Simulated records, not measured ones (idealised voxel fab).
Title: Process Module voxel fin reveal
Cross-sectional view cut (width: 285 nm; square cell size: 5 nm).
Cross-section, as written here: a square-cell grid given band by band from the top down, where a band holds one or more rows of cells.
First you get the band's top height and its bottom height, in nm, and then the materials it's made of, left to right, with each width in nm. If you see a single material with "everywhere", that one covers the band edge to edge. "air" is empty space.
Height datum 0, below which the as-received substrate wafer is one material. Lowest band open at the bottom, running downward: "0 and below".
Per-row width for "30 to 40": begins at first number (top row of band), ends at second number (bottom row), increment between rows held constant.
It should be understood that the words "no alterations made", when stated for a given step, signify that the cross-section underwent no change in any of its cells during that step.
If an empty space has no open way to the top and is at least 8 cells in size, "Enclosed cavity list" lists it, written width x height at distance, where distance is measured from the left edge and every value is in nm.
What comes after the settings on a step's line is commentary from the simulator itself on that step.
Among the settings permitted on a step's line is "overlay nm"; applied to a step with a mask, it specifies the extent to which the mask lay to the right of its planned position, whereas a negative figure signifies a position to the left.

Set out below are the planned steps of the process:
1: RECEIVE: material Si
2: CONFORMAL_DEP: material SiN, thk nm 10
3: MASKED_ETCH: tone cover, mask id FINS, width nm 15, pitch nm 40, etch materials SiN, depth nm 10, overlay nm 0
4: MASKED_ETCH: tone cover, mask id FINS, width nm 15, pitch nm 40, etch materials Si, depth nm 35, overlay nm 0
5: FILL_DEP: material SiO2, thk nm 10
6: CMP: height nm 10
7: SELECTIVE_ETCH: etch materials SiO2, depth nm 20
8: STRIP: etch materials SiN
9: CONFORMAL_DEP: material SiO2, thk nm 5

Incoming wafer, cross-sectional view, post step 1:
> 0 and below  Si everywhere
> Enclosed cavity list: none

Post-module cross-section: identical start and plan to those above, one misstep in execution:
> 5 down to 0  90 nm air; 25 nm SiO2; 15 nm air; 25 nm SiO2; 15 nm air; 25 nm SiO2; 90 nm air
> 0 down to -5  90 nm air; 5 nm SiO2; 15 nm Si; 5 nm SiO2; 15 nm air; 5 nm SiO2; 15 nm Si; 5 nm SiO2; 15 nm air; 5 nm SiO2; 15 nm Si; 5 nm SiO2; 90 nm air
> -5 down to -15  80 nm SiO2; 10 nm air; 5 nm SiO2; 15 nm Si; 5 nm SiO2; 15 nm air; 5 nm SiO2; 15 nm Si; 5 nm SiO2; 15 nm air; 5 nm SiO2; 15 nm Si; 5 nm SiO2; 10 nm air; 80 nm SiO2
> -15 down to -35  95 nm SiO2; 15 nm Si; 25 nm SiO2; 15 nm Si; 25 nm SiO2; 15 nm Si; 95 nm SiO2
> -35 and below  Si everywhere
> Enclosed cavity list: none
Misprocessing identified: it was found that steps 7 and 8 of the process plan had been performed in exchanged positions
